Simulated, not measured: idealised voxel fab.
process module | voxel spacer lines
cross-section cut | 295 nm wide | cells 5 nm
A cross-section is a grid of square cells, given in bands from the top down. A band is one or more rows of cells.
Each band's line starts with the height of the band's top and of its bottom, in nm. Then come its materials from left to right, each with its width in nm. One material with "throughout" fills the band from edge to edge. "air" is empty space.
Height 0 is the level under which the wafer as received is all one material. The lowest band goes on downwards, as in "0 down".
A width such as "30 to 40" changes by the same amount from each row of cells to the next, from the band's top row to its bottom row.
"no change" after a step means that no cell of the cross-section changed.
closed voids: empty space of 8 cells or more with no open way to the top, each as width x height at its distance from the left edge, in nm
after a step's settings: what the simulator itself notes on the step
overlay nm, on a step with a mask: how far to the right of its planned place the mask lay; to the left if negative
plan
1 op RECEIVE | material Si
2 op CONFORMAL_DEP | material Al2O3 | thk nm 10
3 op DIRECTIONAL_DEP | material SiN | thk nm 20
4 op DIRECTIONAL_DEP | material aC | thk nm 30
5 op PATTERN | tone cover | mask id MANDREL | material resist | width nm 15 | pitch nm 60 | thk nm 40 | overlay nm 0
6 op DIRECTIONAL_ETCH | etch materials aC | depth nm 30
7 op STRIP | etch materials resist
8 op CONFORMAL_DEP | material SiO2 | thk nm 15
9 op DIRECTIONAL_ETCH | etch materials SiO2 | depth nm 15
10 op STRIP | etch materials aC
11 op DIRECTIONAL_ETCH | etch materials SiN | depth nm 20
12 op STRIP | etch materials SiO2
13 op FILL_DEP | material SiO2 | thk nm 10
14 op CMP | height nm 30
as received, after step 1
  0 down: Si throughout
  closed voids: none
first wafer at the end, as planned
  30 to 10: SiO2 65 | SiN 15 | SiO2 15 | SiN 15 | SiO2 15 | SiN 15 | SiO2 15 | SiN 15 | SiO2 15 | SiN 15 | SiO2 15 | SiN 15 | SiO2 65
  10 to 0: Al2O3 throughout
  0 down: Si throughout
  closed voids: none
second wafer at the end: like start, like plan, one mistake
  30 to 10: SiO2 60 | SiN 15 | SiO2 25 | SiN 15 | SiO2 5 | SiN 15 | SiO2 25 | SiN 15 | SiO2 5 | SiN 15 | SiO2 25 | SiN 15 | SiO2 60
  10 to 0: Al2O3 throughout
  0 down: Si throughout
  closed voids: none
what went wrong: step 5 ran as: op PATTERN | tone cover | mask id MANDREL | material resist | width nm 25 | pitch nm 60 | thk nm 40 | overlay nm 0
at the end the second wafer has, in cells: as many of each material as the first, in other places
